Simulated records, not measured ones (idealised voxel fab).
A process module follows: voxel gate over fins.
Xsec cut, 285 nm wide, square cell size 5 nm.
Think of the cross-section as a grid of square cells. We describe it in bands, top to bottom, and each band covers one or more rows of those cells.
Read a band's entry like this: the first values are the height of its top and the height of its bottom in nm, and what follows is the sequence of materials from left to right, each with its width in nm. Note that "blank" is empty space, and that a single material marked "all across" reaches across the band from edge to edge.
The level at which height equals 0 is the one under which the wafer, as it arrives, is entirely one material. No lower edge exists for the bottom band, which continues downward and is notated as in "0 down".
Think of "30 to 40" as a width that walks from the first number to the second as you go down the band, top row to bottom row, taking equal-sized steps from row to row.
"nothing changed", as given for a step, is the statement that not any cell of the cross-section underwent a change during that step.
This entry, "Closed internal cavities", enumerates those empty regions of no fewer than 8 cells that possess no open connection to the top. Each region is reported in the form width x height at distance, the distance being taken from the left edge, with all three quantities expressed in nm.
Formally, on a step line, whatever follows the settings is a remark that the simulator itself makes on the step.
overlay nm: how far to the right of its planned place the mask lay on this masked step (negative: to the left).

The process steps that were planned are listed below
1. RECEIVE [material Si]
2. CONFORMAL_DEP [material SiN] [thk nm 10]
3. MASKED_ETCH [tone cover] [mask id FINS] [width nm 15] [pitch nm 35] [etch materials SiN] [depth nm 10] [overlay nm 0]
4. MASKED_ETCH [tone cover] [mask id FINS] [width nm 15] [pitch nm 35] [etch materials Si] [depth nm 30] [overlay nm 0]
5. OXIDIZE [depth nm 5]
6. FILL_DEP [material SiO2] [thk nm 15]
7. CMP [height nm 10]
8. SELECTIVE_ETCH [etch materials SiO2] [depth nm 25]
9. STRIP [etch materials SiN]
10. CONFORMAL_DEP [material HfO2] [thk nm 5]
11. CONFORMAL_DEP [material TiN] [thk nm 5]
12. CONFORMAL_DEP [material TiAl] [thk nm 5]
13. CONFORMAL_DEP [material TiN] [thk nm 5]
14. FILL_DEP [material W] [thk nm 10]
15. CMP [height nm 25]
16. CONFORMAL_DEP [material SiN] [thk nm 5]

Cross-section, incoming material, after step 1
    0 down  Si all across
    Closed internal cavities: none

Wafer cross-section at module end: first of two, run to plan
    30 to 25  SiN all across
    25 to 20  W all across
    20 to 15  W 100 nm  TiN 80 nm  W 105 nm
    15 to 10  W 100 nm  TiN 5 nm  TiAl 70 nm  TiN 5 nm  W 105 nm
    10 to 5  W 100 nm  TiN 5 nm  TiAl 5 nm  TiN 25 nm  TiAl 10 nm  TiN 25 nm  TiAl 5 nm  TiN 5 nm  W 105 nm
    5 to 0  TiN 105 nm  TiAl 5 nm  TiN 5 nm  HfO2 15 nm  TiN 5 nm  TiAl 10 nm  TiN 5 nm  HfO2 15 nm  TiN 5 nm  TiAl 5 nm  TiN 110 nm
    0 to -5  TiAl 110 nm  TiN 5 nm  HfO2 5 nm  Si 5 nm  HfO2 5 nm  TiN 5 nm  TiAl 10 nm  TiN 5 nm  HfO2 5 nm  Si 5 nm  HfO2 5 nm  TiN 5 nm  TiAl 115 nm
    -5 to -10  TiN 115 nm  HfO2 5 nm  Si 5 nm  HfO2 5 nm  TiN 20 nm  HfO2 5 nm  Si 5 nm  HfO2 5 nm  TiN 120 nm
    -10 to -15  HfO2 120 nm  Si 5 nm  HfO2 30 nm  Si 5 nm  HfO2 125 nm
    -15 to -35  SiO2 120 nm  Si 5 nm  SiO2 30 nm  Si 5 nm  SiO2 125 nm
    -35 down  Si all across
    Closed internal cavities: none

Cross-section at end of module for the second wafer of two, which matched the first in starting point and plan and differed by one mistake in its processing
    30 to 25  SiN all across
    25 to 20  W all across
    20 to 15  W 100 nm  TiAl 80 nm  W 105 nm
    15 to 5  W 100 nm  TiAl 5 nm  TiN 70 nm  TiAl 5 nm  W 105 nm
    5 to 0  TiAl 105 nm  TiN 10 nm  HfO2 15 nm  TiN 20 nm  HfO2 15 nm  TiN 10 nm  TiAl 110 nm
    0 to -10  TiN 115 nm  HfO2 5 nm  Si 5 nm  HfO2 5 nm  TiN 20 nm  HfO2 5 nm  Si 5 nm  HfO2 5 nm  TiN 120 nm
    -10 to -15  HfO2 120 nm  Si 5 nm  HfO2 30 nm  Si 5 nm  HfO2 125 nm
    -15 to -35  SiO2 120 nm  Si 5 nm  SiO2 30 nm  Si 5 nm  SiO2 125 nm
    -35 down  Si all across
    Closed internal cavities: none
Plan not followed: steps 12 and 13 swapped
FYI, end of process, the second wafer has more or fewer cells of some materials than the first: TiAl -6 | TiN +6
